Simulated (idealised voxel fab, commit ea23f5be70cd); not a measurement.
Title: Process Module voxel lift off
Pictured: cross-section cut, 285 nm wide, on a grid of 5 nm square cells.
How to read a cross-section here: the picture is a grid of square cells, written as bands going from the top down, and any band can span one or more rows of cells.
Look at the band entry: it leads with the top's height and the bottom's height in nm. Then it lists the materials left to right, with a width in nm for each. The word "full width" on a single material says that material fills the band edge to edge. The word "empty" is empty space.
A quick word on heights: they are counted from 0, and under that level the wafer as it came to us is one material throughout. The lowest band is different from the rest in having no bottom; it simply continues downward, written as in "from 0 down".
Per-row width for "30->40": begins at first number (top row of band), ends at second number (bottom row), increment between rows held constant.
"remained the same" for a step: no cell of the cross-section changed in that step.
The label "Enclosed void list" introduces a list of the empty spaces, 8 cells or larger, that have no open way up to the top; each entry in it reads width x height at distance, where the distance is taken from the left edge and all three are stated in nm.
On each step's line, the part that comes after the settings is the simulator's own comment on the step.
What "overlay nm" on a step's line means: if the step has a mask, that mask lay this far to the right of its planned place, or, when the value is negative, to the left.
List of planned process steps
- 1: op RECEIVE | material Si
- 2: op CONFORMAL_DEP | material SiO2 | thk nm 15
- 3: op PATTERN | tone open | mask id LINES | material resist | width nm 20 | pitch nm 35 | thk nm 30 | overlay nm 0
- 4: op DIRECTIONAL_DEP | material Ru | thk nm 15
- 5: op STRIP | etch materials resist
- 6: op CONFORMAL_DEP | material SiN | thk nm 10
as received, after step 1
    from 0 down = Si full width
    Enclosed void list: none
Module complete - cross-section of the first of two wafers, run according to plan
    from 40 to 30 = empty: 85, then SiN: 110, then empty: 90
    from 30 to 25 = empty: 85, then SiN: 10, then Ru: 20, then SiN: 15, then Ru: 20, then SiN: 15, then Ru: 20, then SiN: 10, then empty: 90
    from 25 to 15 = SiN: 95, then Ru: 20, then SiN: 15, then Ru: 20, then SiN: 15, then Ru: 20, then SiN: 100
    from 15 to 0 = SiO2 full width
    from 0 down = Si full width
    Enclosed void list: none
Cross-sectional view of the second of two wafers upon completion of the module. This wafer shared its starting condition and process plan with the first; one error was made during its execution
    from 45 to 35 = empty: 85, then SiN: 110, then empty: 90
    from 35 to 25 = empty: 85, then SiN: 10, then Ru: 20, then SiN: 15, then Ru: 20, then SiN: 15, then Ru: 20, then SiN: 10, then empty: 90
    from 25 to 15 = SiN: 95, then Ru: 20, then SiN: 15, then Ru: 20, then SiN: 15, then Ru: 20, then SiN: 100
    from 15 to 0 = SiO2 full width
    from 0 down = Si full width
    Enclosed void list: none
What went wrong in running the wafer? not per plan at step 4, really ran op DIRECTIONAL_DEP | material Ru | thk nm 20
Final cells, second wafer relative to first, materials higher or lower: Ru +12, SiN +10
